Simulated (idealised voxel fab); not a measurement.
Process module under the name voxel wiring stack
Each square cell in cross-section cut measures 5 nm, and the section as a whole is 230 nm wide.
Cross-section spec: square-cell grid; bands listed top down; each band is one or more rows.
Per band: top height and bottom height in nm, followed by the left-to-right materials and their widths in nm; "throughout" marks a single material spanning edge to edge, "air" marks empty space.
Basically, 0 is our baseline, since under it the wafer straight out of the box is all one material. The bottom band has no lower end and keeps on going down, so it looks like "0 nm and below".
A width given as "30 to 40" starts at the first number in the band's top row and ends at the second number in its bottom row, shifting by an equal amount at every step from row to row.
"identical to before" means the step left every cell of the cross-section as it was.
"Fully sealed cavities": empty spaces of 8 cells or more with no open way to the top, each given as width x height at distance, distance from the left edge, all in nm.
Note: text after step settings on the step line = simulator remark on that step.
overlay nm: step with mask; distance mask lay right of planned place; negative value = left of planned place.
### Process steps foreseen in the plan
1,RECEIVE, material Si
2,CONFORMAL_DEP, material SiO2, thk nm 15
3,CONFORMAL_DEP, material SiN, thk nm 5
4,DIRECTIONAL_DEP, material SiO2, thk nm 20
5,DIRECTIONAL_DEP, material aC, thk nm 10
6,PATTERN, tone open, mask id METAL_1, material resist, width nm 20, pitch nm 50, thk nm 25, overlay nm 0
7,DIRECTIONAL_ETCH, etch materials aC, depth nm 10
8,STRIP, etch materials resist
9,DIRECTIONAL_ETCH, etch materials SiO2, depth nm 20
10,DIRECTIONAL_ETCH, etch materials SiN, depth nm 5
11,STRIP, etch materials aC
12,CONFORMAL_DEP, material TiN, thk nm 5
13,FILL_DEP, material W, thk nm 10
14,CMP, height nm 40
15,EPI, material Ru, thk nm 5
16,FILL_DEP, material SiCN, thk nm 5
17,DIRECTIONAL_DEP, material lowk, thk nm 30
18,MASKED_ETCH, tone open, mask id METAL_2_HOLES, width nm 15, pitch nm 50, etch materials lowk, depth nm 30, overlay nm 0
19,MASKED_ETCH, tone open, mask id METAL_2, width nm 20, pitch nm 50, etch materials lowk, depth nm 15, overlay nm 0
20,MASKED_ETCH, tone open, mask id METAL_2, width nm 20, pitch nm 50, etch materials SiCN, depth nm 5, overlay nm 0
21,CONFORMAL_DEP, material TiN, thk nm 5
22,FILL_DEP, material Cu, thk nm 5
23,CMP, height nm 80
24,CONFORMAL_DEP, material SiCN, thk nm 5
25,DIRECTIONAL_DEP, material lowk, thk nm 25
26,PATTERN, tone open, mask id METAL_3, material resist, width nm 20, pitch nm 50, thk nm 20, overlay nm 0
27,DIRECTIONAL_ETCH, etch materials lowk, depth nm 15
28,STRIP, etch materials resist
29,PATTERN, tone open, mask id METAL_3_HOLES, material resist, width nm 15, pitch nm 50, thk nm 20, overlay nm 0
30,DIRECTIONAL_ETCH, etch materials lowk, depth nm 10
31,DIRECTIONAL_ETCH, etch materials SiCN, depth nm 5
32,STRIP, etch materials resist
33,CONFORMAL_DEP, material TiN, thk nm 5
34,FILL_DEP, material Ru, thk nm 10
35,CMP, height nm 110
36,CONFORMAL_DEP, material SiN, thk nm 5
For this document, wafers share an identical start and vary in the step 29 width nm; the plan quotes the first wafer's value.
### As-received cross-section, first of several wafers, post step 1
    0 nm and below  Si throughout
    Fully sealed cavities: none
### Module end state after final step 36: cross-section of the first of several wafers
    115 nm to 110 nm  SiN throughout
    110 nm to 100 nm  lowk 80 nm, TiN 5 nm, Ru 10 nm, TiN 5 nm, lowk 30 nm, TiN 5 nm, Ru 10 nm, TiN 5 nm, lowk 80 nm
    100 nm to 95 nm  lowk 80 nm, TiN 5 nm, Ru 5 nm, TiN 10 nm, lowk 30 nm, TiN 5 nm, Ru 5 nm, TiN 10 nm, lowk 80 nm
    95 nm to 85 nm  lowk 80 nm, TiN 5 nm, Ru 5 nm, TiN 5 nm, lowk 35 nm, TiN 5 nm, Ru 5 nm, TiN 5 nm, lowk 85 nm
    85 nm to 80 nm  SiCN 80 nm, TiN 15 nm, SiCN 35 nm, TiN 15 nm, SiCN 85 nm
    80 nm to 70 nm  lowk 80 nm, TiN 5 nm, Cu 10 nm, TiN 5 nm, lowk 30 nm, TiN 5 nm, Cu 10 nm, TiN 5 nm, lowk 80 nm
    70 nm to 65 nm  lowk 80 nm, TiN 5 nm, Cu 5 nm, TiN 10 nm, lowk 30 nm, TiN 5 nm, Cu 5 nm, TiN 10 nm, lowk 80 nm
    65 nm to 50 nm  lowk 80 nm, TiN 5 nm, Cu 5 nm, TiN 5 nm, lowk 35 nm, TiN 5 nm, Cu 5 nm, TiN 5 nm, lowk 85 nm
    50 nm to 45 nm  SiCN 80 nm, TiN 15 nm, SiCN 35 nm, TiN 15 nm, SiCN 85 nm
    45 nm to 40 nm  SiCN 75 nm, Ru 30 nm, SiCN 20 nm, Ru 30 nm, SiCN 75 nm
    40 nm to 20 nm  SiO2 80 nm, TiN 5 nm, W 10 nm, TiN 5 nm, SiO2 30 nm, TiN 5 nm, W 10 nm, TiN 5 nm, SiO2 80 nm
    20 nm to 15 nm  SiN 80 nm, TiN 20 nm, SiN 30 nm, TiN 20 nm, SiN 80 nm
    15 nm to 0 nm  SiO2 throughout
    0 nm and below  Si throughout
    Fully sealed cavities: none
### Cross-section of the final wafer among several, taken at the end of the module
    115 nm to 110 nm  SiN throughout
    110 nm to 100 nm  lowk 75 nm, TiN 5 to 10 nm, Ru 20 to 10 nm, TiN 5 to 10 nm, lowk 20 nm, TiN 5 to 10 nm, Ru 20 to 10 nm, TiN 5 to 10 nm, lowk 75 nm
    100 nm to 85 nm  lowk 80 nm, TiN 5 nm, Ru 10 nm, TiN 5 nm, lowk 30 nm, TiN 5 nm, Ru 10 nm, TiN 5 nm, lowk 80 nm
    85 nm to 80 nm  SiCN 80 nm, TiN 20 nm, SiCN 30 nm, TiN 20 nm, SiCN 80 nm
    80 nm to 70 nm  lowk 80 nm, TiN 5 nm, Cu 10 nm, TiN 5 nm, lowk 30 nm, TiN 5 nm, Cu 10 nm, TiN 5 nm, lowk 80 nm
    70 nm to 65 nm  lowk 80 nm, TiN 5 nm, Cu 5 nm, TiN 10 nm, lowk 30 nm, TiN 5 nm, Cu 5 nm, TiN 10 nm, lowk 80 nm
    65 nm to 50 nm  lowk 80 nm, TiN 5 nm, Cu 5 nm, TiN 5 nm, lowk 35 nm, TiN 5 nm, Cu 5 nm, TiN 5 nm, lowk 85 nm
    50 nm to 45 nm  SiCN 80 nm, TiN 15 nm, SiCN 35 nm, TiN 15 nm, SiCN 85 nm
    45 nm to 40 nm  SiCN 75 nm, Ru 30 nm, SiCN 20 nm, Ru 30 nm, SiCN 75 nm
    40 nm to 20 nm  SiO2 80 nm, TiN 5 nm, W 10 nm, TiN 5 nm, SiO2 30 nm, TiN 5 nm, W 10 nm, TiN 5 nm, SiO2 80 nm
    20 nm to 15 nm  SiN 80 nm, TiN 20 nm, SiN 30 nm, TiN 20 nm, SiN 80 nm
    15 nm to 0 nm  SiO2 throughout
    0 nm and below  Si throughout
    Fully sealed cavities: none
### So in this table every wafer gets its own row, and what you see is where it stands at the end of the module: for each material, how many cells it picked up (+) or gave up (-) since we received it, and after that its closed voids
width nm 15 | +16 Cu | +26 Ru | +114 SiCN | +84 SiN | +290 SiO2 | +84 TiN | +16 W | +428 lowk | Fully sealed cavities: none
width nm 20 | +16 Cu | +32 Ru | +112 SiCN | +84 SiN | +290 SiO2 | +84 TiN | +16 W | +424 lowk | Fully sealed cavities: none
width nm 25 | +16 Cu | +34 Ru | +112 SiCN | +84 SiN | +290 SiO2 | +86 TiN | +16 W | +420 lowk | Fully sealed cavities: none
width nm 30 | +16 Cu | +36 Ru | +112 SiCN | +84 SiN | +290 SiO2 | +88 TiN | +16 W | +416 lowk | Fully sealed cavities: none
